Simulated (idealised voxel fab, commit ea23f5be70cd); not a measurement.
The document below concerns the process module designated voxel wiring stack.
It is cross-section cut that appears here, measuring 165 nm in width, its square cells being 5 nm in size.
A cross-section in this document is a grid of square cells, and it is written down as bands, the top band listed before the ones below it; a band is made up of one or more rows of cells. First you get the band's top height and its bottom height, in nm, and then the materials it's made of, left to right, with each width in nm. If you see a single material with "all across", that one covers the band edge to edge. "air" is empty space. The reference from which all heights are counted is 0, the level beneath which the as-received wafer is entirely one material; the lowest band, having no lower bound, proceeds downward and is written after the example "z 0 and below". Note: "30 to 40" means the width goes from the first number (top row of the band) to the second number (bottom row) in equal steps per row of cells. "no modification" (step): cross-section cells unchanged, all of them. Closed empty spaces (no open way to the top) of 8 cells or more are what "Fully sealed voids" lists, each as width x height at distance from the left edge, nm for all three. Post-settings text on a step line: simulator's own remark regarding the step. "overlay nm", when on a step's line for a step with a mask, measures how far to the right of its planned place the mask lay; a negative measure means to the left.

**Listed below are the process steps as planned**
| 1 | RECEIVE with material Si |
| 2 | CONFORMAL_DEP with material SiO2, thk nm 15 |
| 3 | CONFORMAL_DEP with material SiCN, thk nm 5 |
| 4 | DIRECTIONAL_DEP with material lowk, thk nm 25 |
| 5 | DIRECTIONAL_DEP with material aC, thk nm 10 |
| 6 | PATTERN with tone open, mask id METAL_1, material resist, width nm 25, pitch nm 40, thk nm 25, overlay nm 0 |
| 7 | DIRECTIONAL_ETCH with etch materials aC, depth nm 10 |
| 8 | STRIP with etch materials resist |
| 9 | DIRECTIONAL_ETCH with etch materials lowk, depth nm 25 |
| 10 | DIRECTIONAL_ETCH with etch materials SiCN, depth nm 5 |
| 11 | STRIP with etch materials aC |
| 12 | CONFORMAL_DEP with material TiN, thk nm 5 |
| 13 | FILL_DEP with material Cu, thk nm 10 |
| 14 | CMP with height nm 45 |
| 15 | CONFORMAL_DEP with material SiCN, thk nm 5 |
| 16 | DIRECTIONAL_DEP with material SiO2, thk nm 20 |
| 17 | PATTERN with tone open, mask id PLUG_1, material resist, width nm 15, pitch nm 40, thk nm 15, overlay nm 0 |
| 18 | DIRECTIONAL_ETCH with etch materials SiO2, depth nm 20 |
| 19 | DIRECTIONAL_ETCH with etch materials SiCN, depth nm 5 |
| 20 | STRIP with etch materials resist |
| 21 | EPI with material Ru, thk nm 10 |
| 22 | EPI with material Ru, thk nm 10 |
| 23 | EPI with material Ru, thk nm 5 |
| 24 | CONFORMAL_DEP with material SiCN, thk nm 5 |
| 25 | DIRECTIONAL_DEP with material SiO2, thk nm 20 |
| 26 | DIRECTIONAL_DEP with material aC, thk nm 10 |
| 27 | PATTERN with tone open, mask id METAL_2, material resist, width nm 25, pitch nm 40, thk nm 25, overlay nm 0 |
| 28 | DIRECTIONAL_ETCH with etch materials aC, depth nm 10 |
| 29 | STRIP with etch materials resist |
| 30 | DIRECTIONAL_ETCH with etch materials SiO2, depth nm 20 |
| 31 | DIRECTIONAL_ETCH with etch materials SiCN, depth nm 5 |
| 32 | STRIP with etch materials aC |
| 33 | CONFORMAL_DEP with material TiN, thk nm 5 |
| 34 | FILL_DEP with material W, thk nm 10 |
| 35 | CMP with height nm 95 |
| 36 | CONFORMAL_DEP with material SiN, thk nm 5 |

**On the first of the two wafers: run conducted according to plan**

**Incoming wafer, cross-sectional view, post step 1**
* z 0 and below = Si all across
* Fully sealed voids: none

**Wafer xsec, post step 2**
* z 15 to 0 = SiO2 all across
* Everything below 0 is unchanged.

**Wafer xsec, post step 3**
* z 20 to 15 = SiCN all across
* Everything below 15 is unchanged.

**Wafer xsec, post step 4**
* z 45 to 20 = lowk all across
* Everything below 20 is unchanged.

**Wafer xsec, post step 5**
* z 55 to 45 = aC all across
* Everything below 45 is unchanged.

**Wafer xsec, post step 6**
* z 80 to 55 = resist=30 | air=25 | resist=15 | air=25 | resist=15 | air=25 | resist=30
* Everything below 55 is unchanged.

**Wafer xsec, post step 7**
* z 70 to 55 = resist=30 | air=25 | resist=15 | air=25 | resist=15 | air=25 | resist=30
* z 55 to 45 = aC=30 | air=25 | aC=15 | air=25 | aC=15 | air=25 | aC=30
* Everything below 45 is unchanged.

**Wafer xsec, post step 8**
* z 55 to 45 = aC=30 | air=25 | aC=15 | air=25 | aC=15 | air=25 | aC=30
* Everything below 45 is unchanged.

**Wafer xsec, post step 9**
* z 55 to 45 = aC=30 | air=25 | aC=15 | air=25 | aC=15 | air=25 | aC=30
* z 45 to 20 = lowk=30 | air=25 | lowk=15 | air=25 | lowk=15 | air=25 | lowk=30
* Everything below 20 is unchanged.

**Wafer xsec, post step 10**
* z 55 to 45 = aC=30 | air=25 | aC=15 | air=25 | aC=15 | air=25 | aC=30
* z 45 to 20 = lowk=30 | air=25 | lowk=15 | air=25 | lowk=15 | air=25 | lowk=30
* z 20 to 15 = SiCN=30 | air=25 | SiCN=15 | air=25 | SiCN=15 | air=25 | SiCN=30
* Everything below 15 is unchanged.

**Wafer xsec, post step 11**
* z 45 to 20 = lowk=30 | air=25 | lowk=15 | air=25 | lowk=15 | air=25 | lowk=30
* Everything below 20 is unchanged.

**Wafer xsec, post step 12**
* z 50 to 45 = TiN=35 | air=15 | TiN=25 | air=15 | TiN=25 | air=15 | TiN=35
* z 45 to 20 = lowk=30 | TiN=5 | air=15 | TiN=5 | lowk=15 | TiN=5 | air=15 | TiN=5 | lowk=15 | TiN=5 | air=15 | TiN=5 | lowk=30
* z 20 to 15 = SiCN=30 | TiN=25 | SiCN=15 | TiN=25 | SiCN=15 | TiN=25 | SiCN=30
* Everything below 15 is unchanged.

**Wafer xsec, post step 13**
* z 60 to 50 = Cu all across
* z 50 to 45 = TiN=35 | Cu=15 | TiN=25 | Cu=15 | TiN=25 | Cu=15 | TiN=35
* z 45 to 20 = lowk=30 | TiN=5 | Cu=15 | TiN=5 | lowk=15 | TiN=5 | Cu=15 | TiN=5 | lowk=15 | TiN=5 | Cu=15 | TiN=5 | lowk=30
* Everything below 20 is unchanged.

**Wafer xsec, post step 14**
* z 45 to 20 = lowk=30 | TiN=5 | Cu=15 | TiN=5 | lowk=15 | TiN=5 | Cu=15 | TiN=5 | lowk=15 | TiN=5 | Cu=15 | TiN=5 | lowk=30
* Everything below 20 is unchanged.

**Wafer xsec, post step 15**
* z 50 to 45 = SiCN all across
* Everything below 45 is unchanged.

**Wafer xsec, post step 16**
* z 70 to 50 = SiO2 all across
* Everything below 50 is unchanged.

**Wafer xsec, post step 17**
* z 85 to 70 = resist=30 | air=15 | resist=25 | air=15 | resist=25 | air=15 | resist=40
* Everything below 70 is unchanged.

**Wafer xsec, post step 18**
* z 85 to 70 = resist=30 | air=15 | resist=25 | air=15 | resist=25 | air=15 | resist=40
* z 70 to 50 = SiO2=30 | air=15 | SiO2=25 | air=15 | SiO2=25 | air=15 | SiO2=40
* Everything below 50 is unchanged.

**Wafer xsec, post step 19**
* z 85 to 70 = resist=30 | air=15 | resist=25 | air=15 | resist=25 | air=15 | resist=40
* z 70 to 50 = SiO2=30 | air=15 | SiO2=25 | air=15 | SiO2=25 | air=15 | SiO2=40
* z 50 to 45 = SiCN=30 | air=15 | SiCN=25 | air=15 | SiCN=25 | air=15 | SiCN=40
* Everything below 45 is unchanged.

**Wafer xsec, post step 20**
* z 70 to 50 = SiO2=30 | air=15 | SiO2=25 | air=15 | SiO2=25 | air=15 | SiO2=40
* Everything below 50 is unchanged.

**Wafer xsec, post step 21**
* z 70 to 55 = SiO2=30 | air=15 | SiO2=25 | air=15 | SiO2=25 | air=15 | SiO2=40
* z 55 to 50 = SiO2=30 | Ru=15 | SiO2=25 | Ru=15 | SiO2=25 | Ru=15 | SiO2=40
* z 50 to 45 = SiCN=30 | Ru=15 | SiCN=25 | Ru=15 | SiCN=25 | Ru=15 | SiCN=40
* Everything below 45 is unchanged.

**Wafer xsec, post step 22**
* z 70 to 65 = SiO2=30 | air=15 | SiO2=25 | air=15 | SiO2=25 | air=15 | SiO2=40
* z 65 to 50 = SiO2=30 | Ru=15 | SiO2=25 | Ru=15 | SiO2=25 | Ru=15 | SiO2=40
* Everything below 50 is unchanged.

**Wafer xsec, post step 23**
* z 70 to 50 = SiO2=30 | Ru=15 | SiO2=25 | Ru=15 | SiO2=25 | Ru=15 | SiO2=40
* Everything below 50 is unchanged.

**Wafer xsec, post step 24**
* z 75 to 70 = SiCN all across
* Everything below 70 is unchanged.

**Wafer xsec, post step 25**
* z 95 to 75 = SiO2 all across
* Everything below 75 is unchanged.

**Wafer xsec, post step 26**
* z 105 to 95 = aC all across
* Everything below 95 is unchanged.

**Wafer xsec, post step 27**
* z 130 to 105 = resist=30 | air=25 | resist=15 | air=25 | resist=15 | air=25 | resist=30
* Everything below 105 is unchanged.

**Wafer xsec, post step 28**
* z 120 to 105 = resist=30 | air=25 | resist=15 | air=25 | resist=15 | air=25 | resist=30
* z 105 to 95 = aC=30 | air=25 | aC=15 | air=25 | aC=15 | air=25 | aC=30
* Everything below 95 is unchanged.

**Wafer xsec, post step 29**
* z 105 to 95 = aC=30 | air=25 | aC=15 | air=25 | aC=15 | air=25 | aC=30
* Everything below 95 is unchanged.

**Wafer xsec, post step 30**
* z 105 to 95 = aC=30 | air=25 | aC=15 | air=25 | aC=15 | air=25 | aC=30
* z 95 to 75 = SiO2=30 | air=25 | SiO2=15 | air=25 | SiO2=15 | air=25 | SiO2=30
* Everything below 75 is unchanged.

**Wafer xsec, post step 31**
* z 105 to 95 = aC=30 | air=25 | aC=15 | air=25 | aC=15 | air=25 | aC=30
* z 95 to 75 = SiO2=30 | air=25 | SiO2=15 | air=25 | SiO2=15 | air=25 | SiO2=30
* z 75 to 70 = SiCN=30 | air=25 | SiCN=15 | air=25 | SiCN=15 | air=25 | SiCN=30
* Everything below 70 is unchanged.

**Wafer xsec, post step 32**
* z 95 to 75 = SiO2=30 | air=25 | SiO2=15 | air=25 | SiO2=15 | air=25 | SiO2=30
* Everything below 75 is unchanged.

**Wafer xsec, post step 33**
* z 100 to 95 = TiN=35 | air=15 | TiN=25 | air=15 | TiN=25 | air=15 | TiN=35
* z 95 to 75 = SiO2=30 | TiN=5 | air=15 | TiN=5 | SiO2=15 | TiN=5 | air=15 | TiN=5 | SiO2=15 | TiN=5 | air=15 | TiN=5 | SiO2=30
* z 75 to 70 = SiCN=30 | TiN=25 | SiCN=15 | TiN=25 | SiCN=15 | TiN=25 | SiCN=30
* Everything below 70 is unchanged.

**Wafer xsec, post step 34**
* z 110 to 100 = W all across
* z 100 to 95 = TiN=35 | W=15 | TiN=25 | W=15 | TiN=25 | W=15 | TiN=35
* z 95 to 75 = SiO2=30 | TiN=5 | W=15 | TiN=5 | SiO2=15 | TiN=5 | W=15 | TiN=5 | SiO2=15 | TiN=5 | W=15 | TiN=5 | SiO2=30
* Everything below 75 is unchanged.

**Wafer xsec, post step 35**
* z 95 to 75 = SiO2=30 | TiN=5 | W=15 | TiN=5 | SiO2=15 | TiN=5 | W=15 | TiN=5 | SiO2=15 | TiN=5 | W=15 | TiN=5 | SiO2=30
* Everything below 75 is unchanged.

**Wafer xsec, post step 36**
* z 100 to 95 = SiN all across
* Everything below 95 is unchanged.

**Second wafer - shared start and plan with the first - one error in running - same as the first up to step 34 inclusive**

**when step 35 should have ended**
* z 90 to 75 = SiO2=30 | TiN=5 | W=15 | TiN=5 | SiO2=15 | TiN=5 | W=15 | TiN=5 | SiO2=15 | TiN=5 | W=15 | TiN=5 | SiO2=30
* Everything below 75 is unchanged.

**when step 36 should have ended**
* z 95 to 90 = SiN all across
* Everything below 90 is unchanged.
Which mistake was made when the wafer was run? off-plan run, step 35, actual operation and settings CMP with height nm 90
Final difference in cells, second wafer against first, listed per material as more or fewer: SiO2: 18 fewer, TiN: 6 fewer, W: 9 fewer
